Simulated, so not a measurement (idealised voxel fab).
The process module that follows is named voxel gate over fins.
For reference, the cross-section in this document is cut, with width 255 nm and square cells of 5 nm.
If you're reading a cross-section in this doc, picture square cells in a grid; it comes to you as bands, top ones listed first down to the bottom, and a band can be one or more rows of cells.
Per band: top height and bottom height in nm, followed by the left-to-right materials and their widths in nm; "edge to edge" marks a single material spanning edge to edge, "air" marks empty space.
Ref level 0: as-received wafer is one material below here. Bottom band extends down with no lower bound ("0 down").
Graded width ("30->40"): value in top row of band = first number; value in bottom row = second number; row-to-row change constant.
No cell of the cross-section changed in a step that is given as "remained unchanged".
In "Fully sealed voids" the enclosed voids are listed, meaning empty spaces of 8 cells or larger without any opening to the top. The form is width x height at distance, distance from the left edge, units nm.
Note: text after step settings on the step line = simulator remark on that step.
overlay nm: for a step with a mask, the amount by which the mask lay right of where it was planned; a negative amount means left of it.

[Steps in the process plan]
| 1 | RECEIVE, material Si |
| 2 | CONFORMAL_DEP, material SiN, thk nm 10 |
| 3 | MASKED_ETCH, tone cover, mask id FINS, width nm 15, pitch nm 50, etch materials SiN, depth nm 10, overlay nm 0 |
| 4 | MASKED_ETCH, tone cover, mask id FINS, width nm 15, pitch nm 50, etch materials Si, depth nm 35, overlay nm 0 |
| 5 | OXIDIZE, depth nm 5 |
| 6 | FILL_DEP, material SiO2, thk nm 15 |
| 7 | CMP, height nm 10 |
| 8 | DIRECTIONAL_DEP, material aC, thk nm 10 |
| 9 | PATTERN, tone open, mask id RAIL, material resist, width nm 15, thk nm 30, overlay nm 0 |
| 10 | DIRECTIONAL_ETCH, etch materials aC, depth nm 10 |
| 11 | STRIP, etch materials resist |
| 12 | DIRECTIONAL_ETCH, etch materials SiO2, depth nm 40 |
| 13 | STRIP, etch materials aC |
| 14 | CONFORMAL_DEP, material TiN, thk nm 5 |
| 15 | FILL_DEP, material W, thk nm 10 |
| 16 | CMP, height nm 10 |
| 17 | SELECTIVE_ETCH, etch materials W Ru TiN, depth nm 30 |
| 18 | FILL_DEP, material SiO2, thk nm 5 |
| 19 | CMP, height nm 10 |
| 20 | SELECTIVE_ETCH, etch materials SiO2, depth nm 20 |
| 21 | STRIP, etch materials SiN |
| 22 | CONFORMAL_DEP, material HfO2, thk nm 5 |
| 23 | CONFORMAL_DEP, material TiN, thk nm 5 |
| 24 | CONFORMAL_DEP, material TiAl, thk nm 5 |
| 25 | CONFORMAL_DEP, material TiN, thk nm 5 |
| 26 | FILL_DEP, material W, thk nm 15 |
| 27 | CMP, height nm 30 |
| 28 | CONFORMAL_DEP, material SiN, thk nm 5 |

[Below: the first of two wafers, run as planned]

[Cross-section: wafer on arrival = after step 1]
  0 down: Si edge to edge
  Fully sealed voids: none

[Cross-sectional representation of the wafer at the conclusion of step 2]
  10 to 0: SiN edge to edge
  Heights below 0 show no change.

[Cross-sectional representation of the wafer at the conclusion of step 3]
  10 to 0: air=95  SiN=15  air=35  SiN=15  air=95
  Heights below 0 show no change.

[Cross-sectional representation of the wafer at the conclusion of step 4]
  10 to 0: air=95  SiN=15  air=35  SiN=15  air=95
  0 to -35: air=95  Si=15  air=35  Si=15  air=95
  Heights below -35 show no change.

[Cross-sectional representation of the wafer at the conclusion of step 5]
  10 to 0: air=95  SiN=15  air=35  SiN=15  air=95
  0 to -35: air=95  SiO2=5  Si=5  SiO2=5  air=35  SiO2=5  Si=5  SiO2=5  air=95
  -35 to -40: SiO2=100  Si=5  SiO2=45  Si=5  SiO2=100
  Heights below -40 show no change.

[Cross-sectional representation of the wafer at the conclusion of step 6]
  25 to 10: SiO2 edge to edge
  10 to 0: SiO2=95  SiN=15  SiO2=35  SiN=15  SiO2=95
  0 to -40: SiO2=100  Si=5  SiO2=45  Si=5  SiO2=100
  Heights below -40 show no change.

[Cross-sectional representation of the wafer at the conclusion of step 7]
  10 to 0: SiO2=95  SiN=15  SiO2=35  SiN=15  SiO2=95
  Heights below 0 show no change.

[Cross-sectional representation of the wafer at the conclusion of step 8]
  20 to 10: aC edge to edge
  Heights below 10 show no change.

[Cross-sectional representation of the wafer at the conclusion of step 9]
  50 to 20: resist=120  air=15  resist=120
  Heights below 20 show no change.

[Cross-sectional representation of the wafer at the conclusion of step 10]
  40 to 20: resist=120  air=15  resist=120
  20 to 10: aC=120  air=15  aC=120
  Heights below 10 show no change.

[Cross-sectional representation of the wafer at the conclusion of step 11]
  20 to 10: aC=120  air=15  aC=120
  Heights below 10 show no change.

[Cross-sectional representation of the wafer at the conclusion of step 12]
  20 to 10: aC=120  air=15  aC=120
  10 to 0: SiO2=95  SiN=15  SiO2=10  air=15  SiO2=10  SiN=15  SiO2=95
  0 to -30: SiO2=100  Si=5  SiO2=15  air=15  SiO2=15  Si=5  SiO2=100
  Heights below -30 show no change.

[Cross-sectional representation of the wafer at the conclusion of step 13]
  10 to 0: SiO2=95  SiN=15  SiO2=10  air=15  SiO2=10  SiN=15  SiO2=95
  Heights below 0 show no change.

[Cross-sectional representation of the wafer at the conclusion of step 14]
  15 to 10: TiN=125  air=5  TiN=125
  10 to 0: SiO2=95  SiN=15  SiO2=10  TiN=5  air=5  TiN=5  SiO2=10  SiN=15  SiO2=95
  0 to -25: SiO2=100  Si=5  SiO2=15  TiN=5  air=5  TiN=5  SiO2=15  Si=5  SiO2=100
  -25 to -30: SiO2=100  Si=5  SiO2=15  TiN=15  SiO2=15  Si=5  SiO2=100
  Heights below -30 show no change.

[Cross-sectional representation of the wafer at the conclusion of step 15]
  25 to 15: W edge to edge
  15 to 10: TiN=125  W=5  TiN=125
  10 to 0: SiO2=95  SiN=15  SiO2=10  TiN=5  W=5  TiN=5  SiO2=10  SiN=15  SiO2=95
  0 to -25: SiO2=100  Si=5  SiO2=15  TiN=5  W=5  TiN=5  SiO2=15  Si=5  SiO2=100
  Heights below -25 show no change.

[Cross-sectional representation of the wafer at the conclusion of step 16]
  10 to 0: SiO2=95  SiN=15  SiO2=10  TiN=5  W=5  TiN=5  SiO2=10  SiN=15  SiO2=95
  Heights below 0 show no change.

[Cross-sectional representation of the wafer at the conclusion of step 17]
  10 to 0: SiO2=95  SiN=15  SiO2=10  air=15  SiO2=10  SiN=15  SiO2=95
  0 to -20: SiO2=100  Si=5  SiO2=15  air=15  SiO2=15  Si=5  SiO2=100
  Heights below -20 show no change.

[Cross-sectional representation of the wafer at the conclusion of step 18]
  15 to 10: SiO2 edge to edge
  10 to 0: SiO2=95  SiN=15  SiO2=35  SiN=15  SiO2=95
  0 to -20: SiO2=100  Si=5  SiO2=45  Si=5  SiO2=100
  Heights below -20 show no change.

[Cross-sectional representation of the wafer at the conclusion of step 19]
  10 to 0: SiO2=95  SiN=15  SiO2=35  SiN=15  SiO2=95
  Heights below 0 show no change.

[Cross-sectional representation of the wafer at the conclusion of step 20]
  10 to 0: air=95  SiN=15  air=35  SiN=15  air=95
  0 to -10: air=100  Si=5  air=45  Si=5  air=100
  Heights below -10 show no change.

[Cross-sectional representation of the wafer at the conclusion of step 21]
  0 to -10: air=100  Si=5  air=45  Si=5  air=100
  Heights below -10 show no change.

[Cross-sectional representation of the wafer at the conclusion of step 22]
  5 to 0: air=95  HfO2=15  air=35  HfO2=15  air=95
  0 to -5: air=95  HfO2=5  Si=5  HfO2=5  air=35  HfO2=5  Si=5  HfO2=5  air=95
  -5 to -10: HfO2=100  Si=5  HfO2=45  Si=5  HfO2=100
  Heights below -10 show no change.

[Cross-sectional representation of the wafer at the conclusion of step 23]
  10 to 5: air=90  TiN=25  air=25  TiN=25  air=90
  5 to 0: air=90  TiN=5  HfO2=15  TiN=5  air=25  TiN=5  HfO2=15  TiN=5  air=90
  0 to -5: TiN=95  HfO2=5  Si=5  HfO2=5  TiN=35  HfO2=5  Si=5  HfO2=5  TiN=95
  Heights below -5 show no change.

[Cross-sectional representation of the wafer at the conclusion of step 24]
  15 to 10: air=85  TiAl=35  air=15  TiAl=35  air=85
  10 to 5: air=85  TiAl=5  TiN=25  TiAl=5  air=15  TiAl=5  TiN=25  TiAl=5  air=85
  5 to 0: TiAl=90  TiN=5  HfO2=15  TiN=5  TiAl=25  TiN=5  HfO2=15  TiN=5  TiAl=90
  Heights below 0 show no change.

[Cross-sectional representation of the wafer at the conclusion of step 25]
  20 to 15: air=80  TiN=45  air=5  TiN=45  air=80
  15 to 10: air=80  TiN=5  TiAl=35  TiN=5  air=5  TiN=5  TiAl=35  TiN=5  air=80
  10 to 5: TiN=85  TiAl=5  TiN=25  TiAl=5  TiN=15  TiAl=5  TiN=25  TiAl=5  TiN=85
  Heights below 5 show no change.

[Cross-sectional representation of the wafer at the conclusion of step 26]
  35 to 20: W edge to edge
  20 to 15: W=80  TiN=45  W=5  TiN=45  W=80
  15 to 10: W=80  TiN=5  TiAl=35  TiN=5  W=5  TiN=5  TiAl=35  TiN=5  W=80
  Heights below 10 show no change.

[Cross-sectional representation of the wafer at the conclusion of step 27]
  30 to 20: W edge to edge
  Heights below 20 show no change.

[Cross-sectional representation of the wafer at the conclusion of step 28]
  35 to 30: SiN edge to edge
  Heights below 30 show no change.

[Second Wafer (Identical Start and Plan, One Processing Error; Matches First Wafer Through Step 23)]

[Cross-section of the second wafer at the time by which step 24 should have been completed according to the plan]
  15 to 5: air=85  TiN=35  air=15  TiN=35  air=85
  5 to 0: TiN=95  HfO2=15  TiN=35  HfO2=15  TiN=95
  Heights below 0 show no change.

[Cross-section of the second wafer at the time by which step 25 should have been completed according to the plan]
  20 to 15: air=80  TiAl=45  air=5  TiAl=45  air=80
  15 to 10: air=80  TiAl=5  TiN=35  TiAl=5  air=5  TiAl=5  TiN=35  TiAl=5  air=80
  10 to 5: TiAl=85  TiN=35  TiAl=15  TiN=35  TiAl=85
  Heights below 5 show no change.

[Cross-section of the second wafer at the time by which step 26 should have been completed according to the plan]
  35 to 20: W edge to edge
  20 to 15: W=80  TiAl=45  W=5  TiAl=45  W=80
  15 to 10: W=80  TiAl=5  TiN=35  TiAl=5  W=5  TiAl=5  TiN=35  TiAl=5  W=80
  Heights below 10 show no change.

[Cross-section of the second wafer at the time by which step 27 should have been completed according to the plan]
  30 to 20: W edge to edge
  Heights below 20 show no change.

[Cross-section of the second wafer at the time by which step 28 should have been completed according to the plan]
  35 to 30: SiN edge to edge
  Heights below 30 show no change.
Which mistake was made when the wafer was run? plan vs actual: 24 and 25 interchanged
In the final comparison it is observed that the number of cells assigned to each material is identical for the two wafers, whereas their placement is not.
